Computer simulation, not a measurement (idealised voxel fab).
This is a process module. Its name is voxel gate over fins.
Section shown: cut. Width: 215 nm. Cell size: 5 nm, square.
A cross-section is written here as square cells arranged in a grid, and it is given in bands from the top down, each band taking up one or more rows of cells.
For a band, the entry starts with two heights in nm, that of the top and then that of the bottom, and carries on with the band's materials in order from left to right, each alongside its width in nm; the word "full width" beside a single material means it fills the band edge to edge, and "empty" means empty space.
Basically, 0 is our baseline, since under it the wafer straight out of the box is all one material. The bottom band has no lower end and keeps on going down, so it looks like "0 nm and below".
Graded width ("30->40"): value in top row of band = first number; value in bottom row = second number; row-to-row change constant.
"remained the same" (step): cross-section cells unchanged, all of them.
The list in "Internal closed voids" covers empty spaces of 8 cells or more that cannot reach the top through any open way, and it gives each as width x height at distance; the distance is from the left edge, and width, height and distance are in nm.
Where a step's line continues beyond its settings, the continuation is a remark by the simulator itself on that step.
"overlay nm" on a masked step: distance the mask lay right of its planned place, negative for left.

-- The following list gives the planned process steps
1: RECEIVE: material Si
2: CONFORMAL_DEP: material SiN, thk nm 10
3: PATTERN: tone cover, mask id FINS, material resist, width nm 15, pitch nm 40, thk nm 15, overlay nm 0
4: DIRECTIONAL_ETCH: etch materials SiN, depth nm 5
5: DIRECTIONAL_ETCH: etch materials Si, depth nm 40
6: STRIP: etch materials resist
7: FILL_DEP: material SiO2, thk nm 15
8: CMP: height nm 10
9: SELECTIVE_ETCH: etch materials SiO2, depth nm 20
10: STRIP: etch materials SiN
11: CONFORMAL_DEP: material HfO2, thk nm 5
12: CONFORMAL_DEP: material TiN, thk nm 5
13: CONFORMAL_DEP: material TiAl, thk nm 5
14: CONFORMAL_DEP: material TiN, thk nm 5
15: FILL_DEP: material W, thk nm 15
16: CMP: height nm 30
17: CONFORMAL_DEP: material SiN, thk nm 10
The wafers in this document start out alike and differ in the depth nm applied at step 4; the plan shows the value used for the first wafer.

-- Cross-section, first of several wafers, as delivered after step 1
> 0 nm and below  Si full width
> Internal closed voids: none

-- Here is how to read the rows: every wafer has a row, and it shows the wafer at the end of the module, giving for each material how many cells were gained (+) or lost (-) since the wafer was received, then listing its closed voids
depth nm 5, +43 HfO2, +86 SiN, +43 TiAl, +86 TiN, +86 W, Internal closed voids: none
depth nm 10, +59 HfO2, -248 Si, +86 SiN, +186 SiO2, +53 TiAl, +106 TiN, +102 W, Internal closed voids: none
depth nm 15, +59 HfO2, -248 Si, +86 SiN, +186 SiO2, +53 TiAl, +106 TiN, +102 W, Internal closed voids: none
depth nm 20, +59 HfO2, -248 Si, +86 SiN, +186 SiO2, +53 TiAl, +106 TiN, +102 W, Internal closed voids: none
depth nm 25, +59 HfO2, -248 Si, +86 SiN, +186 SiO2, +53 TiAl, +106 TiN, +102 W, Internal closed voids: none
